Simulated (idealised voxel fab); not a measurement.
A process module follows: voxel gate over fins.
Xsec cut, 215 nm wide, square cell size 5 nm.
Notation: cross-section as square-cell grid; stated in bands, top first, going down; one or more cell rows per band.
The entry gives the band's vertical extent as a top height and a bottom height in nm, then its horizontal make-up as materials from left to right, each with a width in nm. "empty" stands for empty space; a single material marked "full width" fills the band edge to edge.
Height reference: 0 = level under which incoming wafer is all one material. Lowest band: no bottom, runs on downward, e.g. "top 0, no bottom".
A width such as "30 to 40" changes by the same amount from each row of cells to the next, from the band's top row to its bottom row.
Basically "remains unaltered" means that step didn't change any cell in the cross-section.
Voids, sealed: empty space of 8 cells or more with no open way to the top, each as width x height at its distance from the left edge, in nm
On a step's line, text after the settings is the simulator commenting on that step.
overlay nm: step with mask; distance mask lay right of planned place; negative value = left of planned place.
Plan:
1 RECEIVE,material Si
2 CONFORMAL_DEP,material SiN,thk nm 10
3 MASKED_ETCH,tone cover,mask id FINS,width nm 15,pitch nm 40,etch materials SiN,depth nm 10,overlay nm 0
4 MASKED_ETCH,tone cover,mask id FINS,width nm 15,pitch nm 40,etch materials Si,depth nm 35,overlay nm 0
5 OXIDIZE,depth nm 5
6 FILL_DEP,material SiO2,thk nm 5
7 CMP,height nm 10
8 SELECTIVE_ETCH,etch materials SiO2,depth nm 20
9 STRIP,etch materials SiN
10 CONFORMAL_DEP,material HfO2,thk nm 5
11 CONFORMAL_DEP,material TiN,thk nm 5
12 CONFORMAL_DEP,material TiAl,thk nm 5
13 CONFORMAL_DEP,material TiN,thk nm 5
14 FILL_DEP,material W,thk nm 10
15 CMP,height nm 25
16 CONFORMAL_DEP,material SiCN,thk nm 10
First wafer out of two, processed as planned:
Cross-section of the wafer upon arrival, representing the state reached after step 1:
> top 0, no bottom | Si full width
> Voids, sealed: none
You're looking at a cross-section of the wafer after step 2:
> top 10, bottom 0 | SiN full width
> Under the height 0 nothing was changed.
You're looking at a cross-section of the wafer after step 3:
> top 10, bottom 0 | 80 of empty, then 15 of SiN, then 25 of empty, then 15 of SiN, then 80 of empty
> Under the height 0 nothing was changed.
You're looking at a cross-section of the wafer after step 4:
> top 10, bottom 0 | 80 of empty, then 15 of SiN, then 25 of empty, then 15 of SiN, then 80 of empty
> top 0, bottom -35 | 80 of empty, then 15 of Si, then 25 of empty, then 15 of Si, then 80 of empty
> Under the height -35 nothing was changed.
You're looking at a cross-section of the wafer after step 5:
> top 10, bottom 0 | 80 of empty, then 15 of SiN, then 25 of empty, then 15 of SiN, then 80 of empty
> top 0, bottom -35 | 80 of empty, then 5 of SiO2, then 5 of Si, then 5 of SiO2, then 25 of empty, then 5 of SiO2, then 5 of Si, then 5 of SiO2, then 80 of empty
> top -35, bottom -40 | 85 of SiO2, then 5 of Si, then 35 of SiO2, then 5 of Si, then 85 of SiO2
> Under the height -40 nothing was changed.
You're looking at a cross-section of the wafer after step 6:
> top 15, bottom 10 | SiO2 full width
> top 10, bottom 0 | 80 of SiO2, then 15 of SiN, then 25 of SiO2, then 15 of SiN, then 80 of SiO2
> top 0, bottom -40 | 85 of SiO2, then 5 of Si, then 35 of SiO2, then 5 of Si, then 85 of SiO2
> Under the height -40 nothing was changed.
You're looking at a cross-section of the wafer after step 7:
> top 10, bottom 0 | 80 of SiO2, then 15 of SiN, then 25 of SiO2, then 15 of SiN, then 80 of SiO2
> Under the height 0 nothing was changed.
You're looking at a cross-section of the wafer after step 8:
> top 10, bottom 0 | 80 of empty, then 15 of SiN, then 25 of empty, then 15 of SiN, then 80 of empty
> top 0, bottom -10 | 85 of empty, then 5 of Si, then 35 of empty, then 5 of Si, then 85 of empty
> Under the height -10 nothing was changed.
You're looking at a cross-section of the wafer after step 9:
> top 0, bottom -10 | 85 of empty, then 5 of Si, then 35 of empty, then 5 of Si, then 85 of empty
> Under the height -10 nothing was changed.
You're looking at a cross-section of the wafer after step 10:
> top 5, bottom 0 | 80 of empty, then 15 of HfO2, then 25 of empty, then 15 of HfO2, then 80 of empty
> top 0, bottom -5 | 80 of empty, then 5 of HfO2, then 5 of Si, then 5 of HfO2, then 25 of empty, then 5 of HfO2, then 5 of Si, then 5 of HfO2, then 80 of empty
> top -5, bottom -10 | 85 of HfO2, then 5 of Si, then 35 of HfO2, then 5 of Si, then 85 of HfO2
> Under the height -10 nothing was changed.
You're looking at a cross-section of the wafer after step 11:
> top 10, bottom 5 | 75 of empty, then 25 of TiN, then 15 of empty, then 25 of TiN, then 75 of empty
> top 5, bottom 0 | 75 of empty, then 5 of TiN, then 15 of HfO2, then 5 of TiN, then 15 of empty, then 5 of TiN, then 15 of HfO2, then 5 of TiN, then 75 of empty
> top 0, bottom -5 | 80 of TiN, then 5 of HfO2, then 5 of Si, then 5 of HfO2, then 25 of TiN, then 5 of HfO2, then 5 of Si, then 5 of HfO2, then 80 of TiN
> Under the height -5 nothing was changed.
You're looking at a cross-section of the wafer after step 12:
> top 15, bottom 10 | 70 of empty, then 35 of TiAl, then 5 of empty, then 35 of TiAl, then 70 of empty
> top 10, bottom 5 | 70 of empty, then 5 of TiAl, then 25 of TiN, then 5 of TiAl, then 5 of empty, then 5 of TiAl, then 25 of TiN, then 5 of TiAl, then 70 of empty
> top 5, bottom 0 | 75 of TiAl, then 5 of TiN, then 15 of HfO2, then 5 of TiN, then 15 of TiAl, then 5 of TiN, then 15 of HfO2, then 5 of TiN, then 75 of TiAl
> Under the height 0 nothing was changed.
You're looking at a cross-section of the wafer after step 13:
> top 20, bottom 15 | 65 of empty, then 85 of TiN, then 65 of empty
> top 15, bottom 10 | 65 of empty, then 5 of TiN, then 35 of TiAl, then 5 of TiN, then 35 of TiAl, then 5 of TiN, then 65 of empty
> top 10, bottom 5 | 70 of TiN, then 5 of TiAl, then 25 of TiN, then 5 of TiAl, then 5 of TiN, then 5 of TiAl, then 25 of TiN, then 5 of TiAl, then 70 of TiN
> Under the height 5 nothing was changed.
You're looking at a cross-section of the wafer after step 14:
> top 30, bottom 20 | W full width
> top 20, bottom 15 | 65 of W, then 85 of TiN, then 65 of W
> top 15, bottom 10 | 65 of W, then 5 of TiN, then 35 of TiAl, then 5 of TiN, then 35 of TiAl, then 5 of TiN, then 65 of W
> Under the height 10 nothing was changed.
You're looking at a cross-section of the wafer after step 15:
> top 25, bottom 20 | W full width
> Under the height 20 nothing was changed.
You're looking at a cross-section of the wafer after step 16:
> top 35, bottom 25 | SiCN full width
> Under the height 25 nothing was changed.
Second Wafer (Identical Start and Plan, One Processing Error; Matches First Wafer Through Step 7):
Second wafer, sectioned view, at step 8's planned end time:
> top 10, bottom 0 | 80 of SiO2, then 15 of empty, then 25 of SiO2, then 15 of empty, then 80 of SiO2
> Under the height 0 nothing was changed.
Second wafer, sectioned view, at step 9's planned end time:
> top 0, bottom -10 | 85 of empty, then 5 of Si, then 35 of empty, then 5 of Si, then 85 of empty
> top -10, bottom -20 | 60 of SiO2, then 25 of empty, then 5 of Si, then 35 of empty, then 5 of Si, then 25 of empty, then 60 of SiO2
> Under the height -20 nothing was changed.
Second wafer, sectioned view, at step 10's planned end time:
> top 5, bottom 0 | 80 of empty, then 15 of HfO2, then 25 of empty, then 15 of HfO2, then 80 of empty
> top 0, bottom -5 | 80 of empty, then 5 of HfO2, then 5 of Si, then 5 of HfO2, then 25 of empty, then 5 of HfO2, then 5 of Si, then 5 of HfO2, then 80 of empty
> top -5, bottom -10 | 65 of HfO2, then 15 of empty, then 5 of HfO2, then 5 of Si, then 5 of HfO2, then 25 of empty, then 5 of HfO2, then 5 of Si, then 5 of HfO2, then 15 of empty, then 65 of HfO2
> top -10, bottom -15 | 60 of SiO2, then 5 of HfO2, then 15 of empty, then 5 of HfO2, then 5 of Si, then 5 of HfO2, then 25 of empty, then 5 of HfO2, then 5 of Si, then 5 of HfO2, then 15 of empty, then 5 of HfO2, then 60 of SiO2
> top -15, bottom -20 | 60 of SiO2, then 25 of HfO2, then 5 of Si, then 35 of HfO2, then 5 of Si, then 25 of HfO2, then 60 of SiO2
> Under the height -20 nothing was changed.
Second wafer, sectioned view, at step 11's planned end time:
> top 10, bottom 5 | 75 of empty, then 25 of TiN, then 15 of empty, then 25 of TiN, then 75 of empty
> top 5, bottom 0 | 75 of empty, then 5 of TiN, then 15 of HfO2, then 5 of TiN, then 15 of empty, then 5 of TiN, then 15 of HfO2, then 5 of TiN, then 75 of empty
> top 0, bottom -5 | 70 of TiN, then 5 of empty, then 5 of TiN, then 5 of HfO2, then 5 of Si, then 5 of HfO2, then 5 of TiN, then 15 of empty, then 5 of TiN, then 5 of HfO2, then 5 of Si, then 5 of HfO2, then 5 of TiN, then 5 of empty, then 70 of TiN
> top -5, bottom -10 | 65 of HfO2, then 5 of TiN, then 5 of empty, then 5 of TiN, then 5 of HfO2, then 5 of Si, then 5 of HfO2, then 5 of TiN, then 15 of empty, then 5 of TiN, then 5 of HfO2, then 5 of Si, then 5 of HfO2, then 5 of TiN, then 5 of empty, then 5 of TiN, then 65 of HfO2
> top -10, bottom -15 | 60 of SiO2, then 5 of HfO2, then 15 of TiN, then 5 of HfO2, then 5 of Si, then 5 of HfO2, then 25 of TiN, then 5 of HfO2, then 5 of Si, then 5 of HfO2, then 15 of TiN, then 5 of HfO2, then 60 of SiO2
> Under the height -15 nothing was changed.
Second wafer, sectioned view, at step 12's planned end time:
> top 15, bottom 10 | 70 of empty, then 35 of TiAl, then 5 of empty, then 35 of TiAl, then 70 of empty
> top 10, bottom 5 | 70 of empty, then 5 of TiAl, then 25 of TiN, then 5 of TiAl, then 5 of empty, then 5 of TiAl, then 25 of TiN, then 5 of TiAl, then 70 of empty
> top 5, bottom 0 | 75 of TiAl, then 5 of TiN, then 15 of HfO2, then 5 of TiN, then 5 of TiAl, then 5 of empty, then 5 of TiAl, then 5 of TiN, then 15 of HfO2, then 5 of TiN, then 75 of TiAl
> top 0, bottom -5 | 70 of TiN, then 5 of TiAl, then 5 of TiN, then 5 of HfO2, then 5 of Si, then 5 of HfO2, then 5 of TiN, then 5 of TiAl, then 5 of empty, then 5 of TiAl, then 5 of TiN, then 5 of HfO2, then 5 of Si, then 5 of HfO2, then 5 of TiN, then 5 of TiAl, then 70 of TiN
> top -5, bottom -10 | 65 of HfO2, then 5 of TiN, then 5 of TiAl, then 5 of TiN, then 5 of HfO2, then 5 of Si, then 5 of HfO2, then 5 of TiN, then 15 of TiAl, then 5 of TiN, then 5 of HfO2, then 5 of Si, then 5 of HfO2, then 5 of TiN, then 5 of TiAl, then 5 of TiN, then 65 of HfO2
> Under the height -10 nothing was changed.
Second wafer, sectioned view, at step 13's planned end time:
> top 20, bottom 15 | 65 of empty, then 85 of TiN, then 65 of empty
> top 15, bottom 10 | 65 of empty, then 5 of TiN, then 35 of TiAl, then 5 of TiN, then 35 of TiAl, then 5 of TiN, then 65 of empty
> top 10, bottom 5 | 70 of TiN, then 5 of TiAl, then 25 of TiN, then 5 of TiAl, then 5 of TiN, then 5 of TiAl, then 25 of TiN, then 5 of TiAl, then 70 of TiN
> top 5, bottom 0 | 75 of TiAl, then 5 of TiN, then 15 of HfO2, then 5 of TiN, then 5 of TiAl, then 5 of TiN, then 5 of TiAl, then 5 of TiN, then 15 of HfO2, then 5 of TiN, then 75 of TiAl
> top 0, bottom -5 | 70 of TiN, then 5 of TiAl, then 5 of TiN, then 5 of HfO2, then 5 of Si, then 5 of HfO2, then 5 of TiN, then 5 of TiAl, then 5 of TiN, then 5 of TiAl, then 5 of TiN, then 5 of HfO2, then 5 of Si, then 5 of HfO2, then 5 of TiN, then 5 of TiAl, then 70 of TiN
> Under the height -5 nothing was changed.
Second wafer, sectioned view, at step 14's planned end time:
> top 30, bottom 20 | W full width
> top 20, bottom 15 | 65 of W, then 85 of TiN, then 65 of W
> top 15, bottom 10 | 65 of W, then 5 of TiN, then 35 of TiAl, then 5 of TiN, then 35 of TiAl, then 5 of TiN, then 65 of W
> Under the height 10 nothing was changed.
Second wafer, sectioned view, at step 15's planned end time:
> top 25, bottom 20 | W full width
> Under the height 20 nothing was changed.
Second wafer, sectioned view, at step 16's planned end time:
> top 35, bottom 25 | SiCN full width
> Under the height 25 nothing was changed.
Where did the run depart from the plan? step 8 ran in the slot meant for step 9, and vice versa
Final tally in cells, some materials are higher or lower on the second wafer than on the first: +12 HfO2; -34 SiO2; +8 TiAl; +14 TiN
